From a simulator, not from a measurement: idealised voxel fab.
process module | voxel wiring stack
cross-section cut | 170 nm wide | cells 5 nm
A cross-section is a grid of square cells, given in bands from the top down. A band is one or more rows of cells.
Each band's line starts with the height of the band's top and of its bottom, in nm. Then come its materials from left to right, each with its width in nm. One material with "throughout" fills the band from edge to edge. "air" is empty space.
Height 0 is the level under which the wafer as received is all one material. The lowest band goes on downwards, as in "0 down".
A width such as "30 to 40" changes by the same amount from each row of cells to the next, from the band's top row to its bottom row.
"no change" after a step means that no cell of the cross-section changed.
closed voids: empty space of 8 cells or more with no open way to the top, each as width x height at its distance from the left edge, in nm
after a step's settings: what the simulator itself notes on the step
overlay nm, on a step with a mask: how far to the right of its planned place the mask lay; to the left if negative
plan
1 op RECEIVE | material Si
2 op CONFORMAL_DEP | material SiO2 | thk nm 10
3 op DIRECTIONAL_DEP | material TiN | thk nm 5
4 op DIRECTIONAL_DEP | material Ru | thk nm 25
5 op DIRECTIONAL_DEP | material aC | thk nm 10
6 op PATTERN | tone cover | mask id METAL_1 | material resist | width nm 20 | pitch nm 35 | thk nm 30 | overlay nm 0
7 op DIRECTIONAL_ETCH | etch materials aC | depth nm 10
8 op STRIP | etch materials resist
9 op DIRECTIONAL_ETCH | etch materials Ru | depth nm 25
10 op DIRECTIONAL_ETCH | etch materials TiN | depth nm 5
11 op STRIP | etch materials aC
12 op CONFORMAL_DEP | material SiN | thk nm 5
13 op FILL_DEP | material lowk | thk nm 10
14 op CMP | height nm 40
15 op CONFORMAL_DEP | material SiCN | thk nm 5
16 op DIRECTIONAL_DEP | material lowk | thk nm 25
17 op DIRECTIONAL_DEP | material aC | thk nm 15
18 op PATTERN | tone open | mask id METAL_2 | material resist | width nm 20 | pitch nm 35 | thk nm 30 | overlay nm 0
19 op DIRECTIONAL_ETCH | etch materials aC | depth nm 15
20 op STRIP | etch materials resist
21 op DIRECTIONAL_ETCH | etch materials lowk | depth nm 15
22 op STRIP | etch materials aC
23 op DIRECTIONAL_DEP | material aC | thk nm 5
24 op PATTERN | tone open | mask id METAL_2_HOLES | material resist | width nm 15 | pitch nm 35 | thk nm 25 | overlay nm 0
25 op DIRECTIONAL_ETCH | etch materials aC | depth nm 10
26 op STRIP | etch materials resist
27 op DIRECTIONAL_ETCH | etch materials lowk | depth nm 10
28 op DIRECTIONAL_ETCH | etch materials SiCN | depth nm 5
29 op STRIP | etch materials aC
30 op CONFORMAL_DEP | material TiN | thk nm 5
31 op FILL_DEP | material Ru | thk nm 5
32 op CMP | height nm 70
33 op CONFORMAL_DEP | material SiCN | thk nm 5
varied across the wafers: thk nm of step 23. The plan shows the first wafer's value. All wafers start alike
first wafer as received, after step 1
  0 down: Si throughout
  closed voids: none
first wafer at the end, after step 33
  75 to 70: SiCN throughout
  70 to 60: lowk 40 | TiN 5 | Ru 10 | TiN 5 | lowk 15 | TiN 5 | Ru 10 | TiN 5 | lowk 15 | TiN 5 | Ru 10 | TiN 5 | lowk 40
  60 to 55: lowk 40 | TiN 5 | Ru 5 | TiN 10 | lowk 15 | TiN 5 | Ru 5 | TiN 10 | lowk 15 | TiN 5 | Ru 5 | TiN 10 | lowk 40
  55 to 45: lowk 40 | TiN 5 | Ru 5 | TiN 5 | lowk 20 | TiN 5 | Ru 5 | TiN 5 | lowk 20 | TiN 5 | Ru 5 | TiN 5 | lowk 45
  45 to 40: SiCN 40 | TiN 15 | SiCN 20 | TiN 15 | SiCN 20 | TiN 15 | SiCN 45
  40 to 15: lowk 35 | SiN 5 | Ru 20 | SiN 5 | lowk 5 | SiN 5 | Ru 20 | SiN 5 | lowk 5 | SiN 5 | Ru 20 | SiN 5 | lowk 35
  15 to 10: SiN 40 | TiN 20 | SiN 15 | TiN 20 | SiN 15 | TiN 20 | SiN 40
  10 to 0: SiO2 throughout
  0 down: Si throughout
  closed voids: none
last wafer at the end
  75 to 70: SiCN throughout
  70 to 60: lowk 40 | TiN 5 | Ru 10 | TiN 5 | lowk 15 | TiN 5 | Ru 10 | TiN 5 | lowk 15 | TiN 5 | Ru 10 | TiN 5 | lowk 40
  60 to 55: lowk 40 | TiN 20 | lowk 15 | TiN 20 | lowk 15 | TiN 20 | lowk 40
  55 to 45: lowk throughout
  45 to 40: SiCN throughout
  40 to 15: lowk 35 | SiN 5 | Ru 20 | SiN 5 | lowk 5 | SiN 5 | Ru 20 | SiN 5 | lowk 5 | SiN 5 | Ru 20 | SiN 5 | lowk 35
  15 to 10: SiN 40 | TiN 20 | SiN 15 | TiN 20 | SiN 15 | TiN 20 | SiN 40
  10 to 0: SiO2 throughout
  0 down: Si throughout
  closed voids: none
each wafer at the end: cells of each material gained (+) or lost (-) since it was received, then its closed voids
thk nm 5 | +81 Ru | +59 SiCN | +52 SiN | +68 SiO2 | +54 TiN | +196 lowk | closed voids: none
thk nm 10 | +81 Ru | +59 SiCN | +52 SiN | +68 SiO2 | +54 TiN | +196 lowk | closed voids: none
thk nm 15 | +72 Ru | +68 SiCN | +52 SiN | +68 SiO2 | +36 TiN | +214 lowk | closed voids: none
thk nm 20 | +72 Ru | +68 SiCN | +52 SiN | +68 SiO2 | +36 TiN | +214 lowk | closed voids: none
thk nm 25 | +72 Ru | +68 SiCN | +52 SiN | +68 SiO2 | +36 TiN | +214 lowk | closed voids: none
